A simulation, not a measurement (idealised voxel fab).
The document below concerns the process module designated voxel self aligned vias.
Section cut is 290 nm wide and gridded with 5 nm square cells.
Cross-sections here: square-cell grids, written as top-down lists of bands, a band being one or more rows of cells. Read a band's entry like this: the first values are the height of its top and the height of its bottom in nm, and what follows is the sequence of materials from left to right, each with its width in nm. Note that "blank" is empty space, and that a single material marked "everywhere" reaches across the band from edge to edge. For the purposes of this specification, 0 denotes the height below which the wafer in its as-received condition is composed wholly of one material, and the lowermost band, lacking a lower limit, extends downward without end, as expressed in "0 nm and below". Think of "30..40" as a width that walks from the first number to the second as you go down the band, top row to bottom row, taking equal-sized steps from row to row. Where the words "no modifications" appear for a step, the cross-section shows no cell changed by that step; every cell remained as before. "Enclosed internal voids" contains a list of empty spaces, each no smaller than 8 cells and without an open way to the top, written in the form width x height at distance with the distance from the left edge and all three in nm. On each step's line, the part that comes after the settings is the simulator's own comment on the step. Among the settings permitted on a step's line is "overlay nm"; applied to a step with a mask, it specifies the extent to which the mask lay to the right of its planned position, whereas a negative figure signifies a position to the left.
## The process steps that were planned are listed below
1. RECEIVE,material Si
2. CONFORMAL_DEP,material SiO2,thk nm 15
3. CONFORMAL_DEP,material SiCN,thk nm 5
4. DIRECTIONAL_DEP,material SiO2,thk nm 20
5. PATTERN,tone open,mask id LINES,material resist,width nm 30,pitch nm 70,thk nm 15,overlay nm 0
6. DIRECTIONAL_ETCH,etch materials SiO2,depth nm 20
7. STRIP,etch materials resist
8. CONFORMAL_DEP,material TiN,thk nm 5
9. FILL_DEP,material W,thk nm 5
10. CMP,height nm 40
11. SELECTIVE_ETCH,etch materials W Ru TiN,depth nm 5
12. FILL_DEP,material SiN,thk nm 5
13. CMP,height nm 40
14. DIRECTIONAL_DEP,material SiO2,thk nm 20
15. MASKED_ETCH,tone open,mask id VIAS,width nm 40,pitch nm 70,etch materials SiO2,depth nm 20,overlay nm 0
16. MASKED_ETCH,tone open,mask id VIAS,width nm 40,pitch nm 70,etch materials SiN,depth nm 5,overlay nm 0
17. CONFORMAL_DEP,material TiN,thk nm 5
18. FILL_DEP,material Cu,thk nm 5
19. CMP,height nm 60
20. CONFORMAL_DEP,material SiN,thk nm 5
## The cross-section here shows the wafer as received, i.e. in its state after step 1
    0 nm and below = Si everywhere
    Enclosed internal voids: none
## Post-module cross-section: identical start and plan to those above, one misstep in execution
    65 nm to 60 nm = SiN everywhere
    60 nm to 45 nm = SiO2 (55) / TiN (5) / Cu (30) / TiN (5) / SiO2 (30) / TiN (5) / Cu (30) / TiN (5) / SiO2 (30) / TiN (5) / Cu (30) / TiN (5) / SiO2 (55)
    45 nm to 40 nm = SiO2 (55) / TiN (15) / Cu (10) / TiN (15) / SiO2 (30) / TiN (15) / Cu (10) / TiN (15) / SiO2 (30) / TiN (15) / Cu (10) / TiN (15) / SiO2 (55)
    40 nm to 35 nm = SiO2 (65) / TiN (20) / SiO2 (50) / TiN (20) / SiO2 (50) / TiN (20) / SiO2 (65)
    35 nm to 25 nm = SiO2 (65) / TiN (5) / W (10) / TiN (5) / SiO2 (50) / TiN (5) / W (10) / TiN (5) / SiO2 (50) / TiN (5) / W (10) / TiN (5) / SiO2 (65)
    25 nm to 20 nm = SiO2 (65) / TiN (20) / SiO2 (50) / TiN (20) / SiO2 (50) / TiN (20) / SiO2 (65)
    20 nm to 15 nm = SiCN everywhere
    15 nm to 0 nm = SiO2 everywhere
    0 nm and below = Si everywhere
    Enclosed internal voids: none
Against the plan, the run slipped here: planned and actual differ for step 5; actual: PATTERN,tone open,mask id LINES,material resist,width nm 20,pitch nm 70,thk nm 15,overlay nm 0
